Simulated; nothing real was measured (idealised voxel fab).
The name of this process module is voxel wiring stack.
Each square cell in cross-section cut measures 5 nm, and the section as a whole is 300 nm wide.
Cross-section layout: square cells on a grid; listed as bands, top to bottom; a band spans one or more cell rows. Look at the band entry: it leads with the top's height and the bottom's height in nm. Then it lists the materials left to right, with a width in nm for each. The word "throughout" on a single material says that material fills the band edge to edge. The word "empty" is empty space. Convention: height 0 is the level below which the wafer, as received, is all one material. The lowest band does not terminate at the bottom but continues downward, represented as "0 down". A width such as "30..40" changes by the same amount from each row of cells to the next, from the band's top row to its bottom row. The designation "everything unchanged", where it is given for a processing step, indicates that no cell of the cross-section was altered in the course of that step. "Closed void table" contains a list of empty spaces, each no smaller than 8 cells and without an open way to the top, written in the form width x height at distance with the distance from the left edge and all three in nm. If you see something after the settings on a step's line, that's the simulator's own remark about that step. overlay nm: mask right of planned place by this much (step with mask). Neg. = left.

Process steps - plan:
1. RECEIVE | material Si
2. CONFORMAL_DEP | material SiO2 | thk nm 10
3. DIRECTIONAL_DEP | material TiN | thk nm 5
4. DIRECTIONAL_DEP | material W | thk nm 25
5. MASKED_ETCH | tone cover | mask id METAL_1 | width nm 25 | pitch nm 45 | etch materials W | depth nm 25 | overlay nm 0
6. MASKED_ETCH | tone cover | mask id METAL_1 | width nm 25 | pitch nm 45 | etch materials TiN | depth nm 5 | overlay nm 0
7. FILL_DEP | material lowk | thk nm 10
8. CMP | height nm 40
9. CONFORMAL_DEP | material SiCN | thk nm 5
10. DIRECTIONAL_DEP | material lowk | thk nm 20
11. MASKED_ETCH | tone open | mask id PLUG_1 | width nm 15 | pitch nm 45 | etch materials lowk | depth nm 20 | overlay nm 0
12. MASKED_ETCH | tone open | mask id PLUG_1 | width nm 15 | pitch nm 45 | etch materials SiCN | depth nm 5 | overlay nm 0
13. CONFORMAL_DEP | material TiN | thk nm 5
14. FILL_DEP | material W | thk nm 5
15. CMP | height nm 65
16. CONFORMAL_DEP | material SiN | thk nm 5
17. DIRECTIONAL_DEP | material SiO2 | thk nm 20
18. DIRECTIONAL_DEP | material aC | thk nm 10
19. PATTERN | tone open | mask id METAL_2 | material resist | width nm 25 | pitch nm 45 | thk nm 25 | overlay nm 0
20. DIRECTIONAL_ETCH | etch materials aC | depth nm 10
21. STRIP | etch materials resist
22. DIRECTIONAL_ETCH | etch materials SiO2 | depth nm 20
23. DIRECTIONAL_ETCH | etch materials SiN | depth nm 5
24. STRIP | etch materials aC
25. CONFORMAL_DEP | material TiN | thk nm 5
26. FILL_DEP | material Cu | thk nm 5
27. CMP | height nm 90
28. CONFORMAL_DEP | material SiN | thk nm 5

This is the cross-section of the wafer as we received it, i.e. after step 1:
* 0 down = Si throughout
* Closed void table: none

First of two wafers at the end of the module, shown in cross-section; run carried out as planned:
* 95 to 90 = SiN throughout
* 90 to 70 = 115 nm SiO2; 5 nm TiN; 15 nm Cu; 5 nm TiN; 20 nm SiO2; 5 nm TiN; 15 nm Cu; 5 nm TiN; 115 nm SiO2
* 70 to 65 = 115 nm SiN; 25 nm TiN; 20 nm SiN; 25 nm TiN; 115 nm SiN
* 65 to 45 = 115 nm lowk; 5 nm TiN; 5 nm W; 5 nm TiN; 30 nm lowk; 5 nm TiN; 5 nm W; 5 nm TiN; 125 nm lowk
* 45 to 40 = 115 nm SiCN; 15 nm TiN; 30 nm SiCN; 15 nm TiN; 125 nm SiCN
* 40 to 15 = 115 nm lowk; 25 nm W; 20 nm lowk; 25 nm W; 115 nm lowk
* 15 to 10 = 115 nm lowk; 25 nm TiN; 20 nm lowk; 25 nm TiN; 115 nm lowk
* 10 to 0 = SiO2 throughout
* 0 down = Si throughout
* Closed void table: none

Cross-sectional view of the second of two wafers upon completion of the module. This wafer shared its starting condition and process plan with the first; one error was made during its execution:
* 95 to 90 = SiN throughout
* 90 to 70 = 115 nm SiO2; 5 nm TiN; 15 nm Cu; 5 nm TiN; 20 nm SiO2; 5 nm TiN; 15 nm Cu; 5 nm TiN; 115 nm SiO2
* 70 to 65 = 115 nm SiN; 25 nm TiN; 20 nm SiN; 25 nm TiN; 115 nm SiN
* 65 to 45 = 115 nm lowk; 5 nm TiN; 5 nm W; 5 nm TiN; 30 nm lowk; 5 nm TiN; 5 nm W; 5 nm TiN; 125 nm lowk
* 45 to 40 = 115 nm SiCN; 15 nm TiN; 30 nm SiCN; 15 nm TiN; 125 nm SiCN
* 40 to 15 = 115 nm lowk; 25 nm W; 20 nm lowk; 25 nm W; 115 nm lowk
* 15 to 10 = 115 nm lowk; 25 nm TiN; 20 nm lowk; 25 nm TiN; 115 nm lowk
* 10 to 0 = W throughout
* 0 down = Si throughout
* Closed void table: none
Misprocessing identified: for step 2, the planned setting was not used; the step was instead run as CONFORMAL_DEP | material W | thk nm 10
In the final state, the cell counts of the second wafer exceed or fall short of those of the first for the following materials: SiO2 -120, W +120
